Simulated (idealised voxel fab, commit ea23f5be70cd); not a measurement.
Documented hereafter: the process module known as voxel capacitor over wiring.
Section shown: cut. Width: 230 nm. Cell size: 5 nm, square.
Heads up, the way a cross-section reads in here is a grid of square cells, handed over as bands from the top down, with every band being one or more rows of cells. For a band, the entry starts with two heights in nm, that of the top and then that of the bottom, and carries on with the band's materials in order from left to right, each alongside its width in nm; the word "everywhere" beside a single material means it fills the band edge to edge, and "empty" means empty space. We count height from 0. Below that, the starting wafer is all one material. The lowest band never ends at the bottom but goes on down; see "0 nm and below" for how that is written. When a width is written as two numbers, as in "30..40", the first number is the width in the top row of cells of the band and the second is the width in its bottom row, and the width changes by the same amount from each row to the next. You'll sometimes find "no alterations made" written for a step, and that's the way of saying that nowhere in the cross-section did a cell change during that step. For the entry "Sealed internal cavities", the listed items are empty spaces with no open way to the top whose size is 8 cells or more; each item follows the pattern width x height at distance, where distance is from the left edge and all three are in nm. Formally, on a step line, whatever follows the settings is a remark that the simulator itself makes on the step. When a step includes a mask, the "overlay nm" setting on its line states how far to the right of its planned place that mask lay, and negative values state how far to the left.

Set out below are the planned steps of the process
- 1: RECEIVE with material Si
- 2: CONFORMAL_DEP with material SiO2, thk nm 15
- 3: DIRECTIONAL_DEP with material TiN, thk nm 5
- 4: DIRECTIONAL_DEP with material Ru, thk nm 15
- 5: MASKED_ETCH with tone cover, mask id METAL_1, width nm 25, pitch nm 80, etch materials Ru, depth nm 15, overlay nm 0
- 6: MASKED_ETCH with tone cover, mask id METAL_1, width nm 25, pitch nm 80, etch materials TiN, depth nm 5, overlay nm 0
- 7: FILL_DEP with material SiO2, thk nm 5
- 8: CMP with height nm 35
- 9: CONFORMAL_DEP with material SiCN, thk nm 5
- 10: DIRECTIONAL_DEP with material SiO2, thk nm 20
- 11: PATTERN with tone open, mask id PLUG_1, material resist, width nm 15, thk nm 20, overlay nm 0
- 12: DIRECTIONAL_ETCH with etch materials SiO2, depth nm 20
- 13: DIRECTIONAL_ETCH with etch materials SiCN, depth nm 5
- 14: STRIP with etch materials resist
- 15: CONFORMAL_DEP with material TiN, thk nm 5
- 16: FILL_DEP with material Cu, thk nm 5
- 17: CMP with height nm 60
- 18: DIRECTIONAL_DEP with material TiN, thk nm 5
- 19: DIRECTIONAL_DEP with material SiN, thk nm 5
- 20: DIRECTIONAL_DEP with material TiN, thk nm 10
- 21: PATTERN with tone cover, mask id UPPER_PLATE, material resist, width nm 60, thk nm 20, overlay nm 0
- 22: DIRECTIONAL_ETCH with etch materials TiN, depth nm 10
- 23: DIRECTIONAL_ETCH with etch materials SiN, depth nm 5
- 24: STRIP with etch materials resist
- 25: DIRECTIONAL_DEP with material aC, thk nm 15
- 26: PATTERN with tone cover, mask id LOWER_PLATE, material resist, width nm 70, thk nm 30, overlay nm 0
- 27: DIRECTIONAL_ETCH with etch materials aC, depth nm 15
- 28: STRIP with etch materials resist
- 29: DIRECTIONAL_ETCH with etch materials TiN, depth nm 5
- 30: STRIP with etch materials aC
- 31: FILL_DEP with material SiO2, thk nm 15
- 32: CMP with height nm 90
- 33: DIRECTIONAL_DEP with material aC, thk nm 10
- 34: PATTERN with tone open, mask id PLUG_2, material resist, width nm 15, thk nm 30, overlay nm 0
- 35: DIRECTIONAL_ETCH with etch materials aC, depth nm 10
- 36: STRIP with etch materials resist
- 37: DIRECTIONAL_ETCH with etch materials SiO2, depth nm 10
- 38: STRIP with etch materials aC
- 39: CONFORMAL_DEP with material TiN, thk nm 5
- 40: FILL_DEP with material Ru, thk nm 5
- 41: CMP with height nm 90
- 42: CONFORMAL_DEP with material SiCN, thk nm 5

As received, after step 1
> 0 nm and below: Si everywhere
> Sealed internal cavities: none

Cross-section, first of two wafers, end of module, run as planned
> 95 nm to 90 nm: SiCN everywhere
> 90 nm to 85 nm: 80 SiO2; 5 TiN; 5 Ru; 5 TiN; 135 SiO2
> 85 nm to 80 nm: 80 SiO2; 15 TiN; 135 SiO2
> 80 nm to 70 nm: 70 SiO2; 60 TiN; 100 SiO2
> 70 nm to 65 nm: 70 SiO2; 60 SiN; 100 SiO2
> 65 nm to 60 nm: 65 SiO2; 70 TiN; 95 SiO2
> 60 nm to 40 nm: 70 SiO2; 5 TiN; 5 Cu; 5 TiN; 145 SiO2
> 40 nm to 35 nm: 70 SiCN; 15 TiN; 145 SiCN
> 35 nm to 20 nm: 60 SiO2; 25 Ru; 55 SiO2; 25 Ru; 65 SiO2
> 20 nm to 15 nm: 60 SiO2; 25 TiN; 55 SiO2; 25 TiN; 65 SiO2
> 15 nm to 0 nm: SiO2 everywhere
> 0 nm and below: Si everywhere
> Sealed internal cavities: none

Second wafer cross-section at end of module - shared start and plan with the first, one mistake in the run
> 95 nm to 90 nm: SiCN everywhere
> 90 nm to 85 nm: 80 SiO2; 5 TiN; 5 Ru; 5 TiN; 135 SiO2
> 85 nm to 80 nm: 80 SiO2; 15 TiN; 135 SiO2
> 80 nm to 70 nm: 70 SiO2; 60 TiN; 100 SiO2
> 70 nm to 65 nm: 70 SiO2; 60 SiN; 100 SiO2
> 65 nm to 60 nm: 65 SiO2; 70 TiN; 95 SiO2
> 60 nm to 40 nm: 70 SiO2; 5 TiN; 5 Cu; 5 TiN; 145 SiO2
> 40 nm to 35 nm: 70 SiCN; 15 TiN; 145 SiCN
> 35 nm to 30 nm: 60 SiO2; 25 TiN; 55 SiO2; 25 TiN; 65 SiO2
> 30 nm to 0 nm: SiO2 everywhere
> 0 nm and below: Si everywhere
> Sealed internal cavities: none
Processing error: the plan had its step 2 run twice
FYI, end of process, the second wafer has more or fewer cells of some materials than the first: 30 fewer of Ru, 30 more of SiO2
